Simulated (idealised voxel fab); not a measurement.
This is a process module. Its name is voxel wiring stack.
Each square cell in cross-section cut measures 5 nm, and the section as a whole is 190 nm wide.
If you're reading a cross-section in this doc, picture square cells in a grid; it comes to you as bands, top ones listed first down to the bottom, and a band can be one or more rows of cells. Band entry format. Leading values: height of top, height of bottom, nm. Remainder: materials in left-to-right order, each with its width in nm. Special words: "everywhere" on a single material, which then fills the band edge to edge; "empty", empty space. Measure heights from 0. That's the level where, below it, the as-received wafer is all one material. The lowest band is bottomless and extends downward; write it as in "0 nm and below". The two numbers in a width such as "30 to 40" mark its ends across the band: the first belongs to the top row of cells, the second to the bottom row, and from each row to the next the width moves by the same amount. "nothing was modified" -> step changed no cross-section cell. Heads up: "Internal closed voids" only lists the empty pockets with no open path to the top that are 8 cells or more, and it writes them as width x height at distance, distance from the left edge, in nm. Note: text after step settings on the step line = simulator remark on that step. On any step carrying a mask, the "overlay nm" setting, if present on the step's line, tells how far right of its planned place the mask lay; negative values point to the left.

**Below is the list of planned process steps**
1. RECEIVE | material Si
2. CONFORMAL_DEP | material SiO2 | thk nm 10
3. DIRECTIONAL_DEP | material TiN | thk nm 5
4. DIRECTIONAL_DEP | material Ru | thk nm 25
5. PATTERN | tone cover | mask id METAL_1 | material resist | width nm 25 | pitch nm 40 | thk nm 15 | overlay nm 0
6. DIRECTIONAL_ETCH | etch materials Ru | depth nm 25
7. DIRECTIONAL_ETCH | etch materials TiN | depth nm 5
8. STRIP | etch materials resist
9. CONFORMAL_DEP | material SiCN | thk nm 5
10. FILL_DEP | material SiO2 | thk nm 10
11. CMP | height nm 40
12. CONFORMAL_DEP | material SiCN | thk nm 5
13. DIRECTIONAL_DEP | material SiO2 | thk nm 10
14. MASKED_ETCH | tone open | mask id PLUG_1 | width nm 15 | pitch nm 40 | etch materials SiO2 | depth nm 10 | overlay nm 0
15. MASKED_ETCH | tone open | mask id PLUG_1 | width nm 15 | pitch nm 40 | etch materials SiCN | depth nm 5 | overlay nm 0
16. CONFORMAL_DEP | material TiN | thk nm 5
17. FILL_DEP | material W | thk nm 10
18. CMP | height nm 55
19. CONFORMAL_DEP | material SiN | thk nm 5
20. DIRECTIONAL_DEP | material SiO2 | thk nm 20
21. DIRECTIONAL_DEP | material aC | thk nm 15
22. PATTERN | tone open | mask id METAL_2 | material resist | width nm 25 | pitch nm 40 | thk nm 30 | overlay nm 0
23. DIRECTIONAL_ETCH | etch materials aC | depth nm 15
24. STRIP | etch materials resist
25. DIRECTIONAL_ETCH | etch materials SiO2 | depth nm 20
26. DIRECTIONAL_ETCH | etch materials SiN | depth nm 5
27. STRIP | etch materials aC
28. CONFORMAL_DEP | material TiN | thk nm 5
29. FILL_DEP | material Cu | thk nm 10
30. CMP | height nm 80
31. EPI | material Ru | thk nm 5
32. FILL_DEP | material SiCN | thk nm 5

**Cross-section of the wafer at receipt, which is the condition after step 1**
- 0 nm and below | Si everywhere
- Internal closed voids: none

**Result of the module, cross-sectioned: start per above, plan per above, one error in how it was run**
- 90 nm to 85 nm | SiCN everywhere
- 85 nm to 80 nm | 35 SiCN, 35 Ru, 5 SiCN, 35 Ru, 5 SiCN, 35 Ru, 40 SiCN
- 80 nm to 60 nm | 40 SiO2, 5 TiN, 15 Cu, 5 TiN, 15 SiO2, 5 TiN, 15 Cu, 5 TiN, 15 SiO2, 5 TiN, 15 Cu, 5 TiN, 45 SiO2
- 60 nm to 55 nm | 40 SiN, 25 TiN, 15 SiN, 25 TiN, 15 SiN, 25 TiN, 45 SiN
- 55 nm to 45 nm | 40 SiO2, 5 TiN, 5 W, 5 TiN, 25 SiO2, 5 TiN, 5 W, 5 TiN, 25 SiO2, 5 TiN, 5 W, 5 TiN, 55 SiO2
- 45 nm to 40 nm | 40 SiCN, 15 TiN, 25 SiCN, 15 TiN, 25 SiCN, 15 TiN, 55 SiCN
- 40 nm to 15 nm | 45 SiO2, 5 SiCN, 25 Ru, 5 SiCN, 5 SiO2, 5 SiCN, 25 Ru, 5 SiCN, 5 SiO2, 5 SiCN, 25 Ru, 5 SiCN, 30 SiO2
- 15 nm to 10 nm | 50 SiCN, 25 TiN, 15 SiCN, 25 TiN, 15 SiCN, 25 TiN, 35 SiCN
- 10 nm to 0 nm | SiO2 everywhere
- 0 nm and below | Si everywhere
- Internal closed voids: none
Heads up, the wafer didn't run the way we planned it: it should be noted that step 5 was executed with settings other than those planned, the operation and settings actually applied being PATTERN | tone cover | mask id METAL_1 | material resist | width nm 25 | pitch nm 40 | thk nm 15 | overlay nm 10
